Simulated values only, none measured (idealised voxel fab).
The document below concerns the process module designated voxel spacer lines.
The width of the displayed cross-section, cut, is 265 nm; its cells are square, with a size of 5 nm.
Notation: cross-section as square-cell grid; stated in bands, top first, going down; one or more cell rows per band. Band: top and bottom heights (nm) first, top before bottom; then materials from left to right, widths in nm. "everywhere" marks a sole material filling the band edge to edge. "empty" denotes empty space. Heights are reckoned from 0. Under this level, the received wafer is all of one material. The bottommost band is open-ended downward, for example "0 and below". A width given as "30..40" starts at the first number in the band's top row and ends at the second number in its bottom row, shifting by an equal amount at every step from row to row. "all unchanged" -> step changed no cross-section cell. Reported under the label "Voids, sealed" are the empty spaces having no open way to the top and comprising 8 cells or more; the notation for each is width x height at distance, in which the distance is measured from the left edge and all three values are in nm. It should be noted that, on the line of a given step, the content following the step's settings is a remark produced by the simulator itself with respect to that step. overlay nm: right-of-plan distance of the mask on a masked step; negative values mean left-of-plan.
**plan**
step 1: op RECEIVE | material Si
step 2: op CONFORMAL_DEP | material Al2O3 | thk nm 10
step 3: op DIRECTIONAL_DEP | material TiN | thk nm 10
step 4: op DIRECTIONAL_DEP | material aC | thk nm 25
step 5: op PATTERN | tone cover | mask id MANDREL | material resist | width nm 20 | pitch nm 70 | thk nm 35 | overlay nm 0
step 6: op DIRECTIONAL_ETCH | etch materials aC | depth nm 25
step 7: op STRIP | etch materials resist
step 8: op CONFORMAL_DEP | material SiO2 | thk nm 15
step 9: op DIRECTIONAL_ETCH | etch materials SiO2 | depth nm 15
step 10: op STRIP | etch materials aC
step 11: op DIRECTIONAL_ETCH | etch materials TiN | depth nm 10
step 12: op STRIP | etch materials SiO2
**Below: the first of two wafers, run as planned**
**Cross-section of the wafer as it came to us, i.e., already through step 1**
  0 and below: Si everywhere
  Voids, sealed: none
**Cross-section of the wafer subsequent to step 2**
  10 down to 0: Al2O3 everywhere
  Heights below 0 show no change.
**Cross-section of the wafer subsequent to step 3**
  20 down to 10: TiN everywhere
  Heights below 10 show no change.
**Cross-section of the wafer subsequent to step 4**
  45 down to 20: aC everywhere
  Heights below 20 show no change.
**Cross-section of the wafer subsequent to step 5**
  80 down to 45: 50 empty | 20 resist | 50 empty | 20 resist | 50 empty | 20 resist | 55 empty
  Heights below 45 show no change.
**Cross-section of the wafer subsequent to step 6**
  55 down to 45: 50 empty | 20 resist | 50 empty | 20 resist | 50 empty | 20 resist | 55 empty
  45 down to 20: 50 empty | 20 aC | 50 empty | 20 aC | 50 empty | 20 aC | 55 empty
  Heights below 20 show no change.
**Cross-section of the wafer subsequent to step 7**
  45 down to 20: 50 empty | 20 aC | 50 empty | 20 aC | 50 empty | 20 aC | 55 empty
  Heights below 20 show no change.
**Cross-section of the wafer subsequent to step 8**
  60 down to 45: 35 empty | 50 SiO2 | 20 empty | 50 SiO2 | 20 empty | 50 SiO2 | 40 empty
  45 down to 35: 35 empty | 15 SiO2 | 20 aC | 15 SiO2 | 20 empty | 15 SiO2 | 20 aC | 15 SiO2 | 20 empty | 15 SiO2 | 20 aC | 15 SiO2 | 40 empty
  35 down to 20: 50 SiO2 | 20 aC | 50 SiO2 | 20 aC | 50 SiO2 | 20 aC | 55 SiO2
  Heights below 20 show no change.
**Cross-section of the wafer subsequent to step 9**
  45 down to 20: 35 empty | 15 SiO2 | 20 aC | 15 SiO2 | 20 empty | 15 SiO2 | 20 aC | 15 SiO2 | 20 empty | 15 SiO2 | 20 aC | 15 SiO2 | 40 empty
  Heights below 20 show no change.
**Cross-section of the wafer subsequent to step 10**
  45 down to 20: 35 empty | 15 SiO2 | 20 empty | 15 SiO2 | 20 empty | 15 SiO2 | 20 empty | 15 SiO2 | 20 empty | 15 SiO2 | 20 empty | 15 SiO2 | 40 empty
  Heights below 20 show no change.
**Cross-section of the wafer subsequent to step 11**
  45 down to 20: 35 empty | 15 SiO2 | 20 empty | 15 SiO2 | 20 empty | 15 SiO2 | 20 empty | 15 SiO2 | 20 empty | 15 SiO2 | 20 empty | 15 SiO2 | 40 empty
  20 down to 10: 35 empty | 15 TiN | 20 empty | 15 TiN | 20 empty | 15 TiN | 20 empty | 15 TiN | 20 empty | 15 TiN | 20 empty | 15 TiN | 40 empty
  Heights below 10 show no change.
**Cross-section of the wafer subsequent to step 12**
  20 down to 10: 35 empty | 15 TiN | 20 empty | 15 TiN | 20 empty | 15 TiN | 20 empty | 15 TiN | 20 empty | 15 TiN | 20 empty | 15 TiN | 40 empty
  Heights below 10 show no change.
**The remaining wafer, second of the two, started like the first and was run to the same plan, except that one mistake was made along the way; the two coincide through step 1, inclusive**
**X-section, second wafer, when step 2 was due to finish**
  10 down to 0: TiN everywhere
  Heights below 0 show no change.
**X-section, second wafer, when step 3 was due to finish**
  20 down to 10: Al2O3 everywhere
  Heights below 10 show no change.
**X-section, second wafer, when step 4 was due to finish**
  45 down to 20: aC everywhere
  Heights below 20 show no change.
**X-section, second wafer, when step 5 was due to finish**
  80 down to 45: 50 empty | 20 resist | 50 empty | 20 resist | 50 empty | 20 resist | 55 empty
  Heights below 45 show no change.
**X-section, second wafer, when step 6 was due to finish**
  55 down to 45: 50 empty | 20 resist | 50 empty | 20 resist | 50 empty | 20 resist | 55 empty
  45 down to 20: 50 empty | 20 aC | 50 empty | 20 aC | 50 empty | 20 aC | 55 empty
  Heights below 20 show no change.
**X-section, second wafer, when step 7 was due to finish**
  45 down to 20: 50 empty | 20 aC | 50 empty | 20 aC | 50 empty | 20 aC | 55 empty
  Heights below 20 show no change.
**X-section, second wafer, when step 8 was due to finish**
  60 down to 45: 35 empty | 50 SiO2 | 20 empty | 50 SiO2 | 20 empty | 50 SiO2 | 40 empty
  45 down to 35: 35 empty | 15 SiO2 | 20 aC | 15 SiO2 | 20 empty | 15 SiO2 | 20 aC | 15 SiO2 | 20 empty | 15 SiO2 | 20 aC | 15 SiO2 | 40 empty
  35 down to 20: 50 SiO2 | 20 aC | 50 SiO2 | 20 aC | 50 SiO2 | 20 aC | 55 SiO2
  Heights below 20 show no change.
**X-section, second wafer, when step 9 was due to finish**
  45 down to 20: 35 empty | 15 SiO2 | 20 aC | 15 SiO2 | 20 empty | 15 SiO2 | 20 aC | 15 SiO2 | 20 empty | 15 SiO2 | 20 aC | 15 SiO2 | 40 empty
  Heights below 20 show no change.
**X-section, second wafer, when step 10 was due to finish**
  45 down to 20: 35 empty | 15 SiO2 | 20 empty | 15 SiO2 | 20 empty | 15 SiO2 | 20 empty | 15 SiO2 | 20 empty | 15 SiO2 | 20 empty | 15 SiO2 | 40 empty
  Heights below 20 show no change.
X-section, second wafer, when step 11 was due to finish: all unchanged
**X-section, second wafer, when step 12 was due to finish**
  20 down to 10: Al2O3 everywhere
  Heights below 10 show no change.
Want to know what went wrong? steps 2 and 3 traded places in the executed sequence
Final cells, second wafer relative to first, materials higher or lower: TiN: 70 more
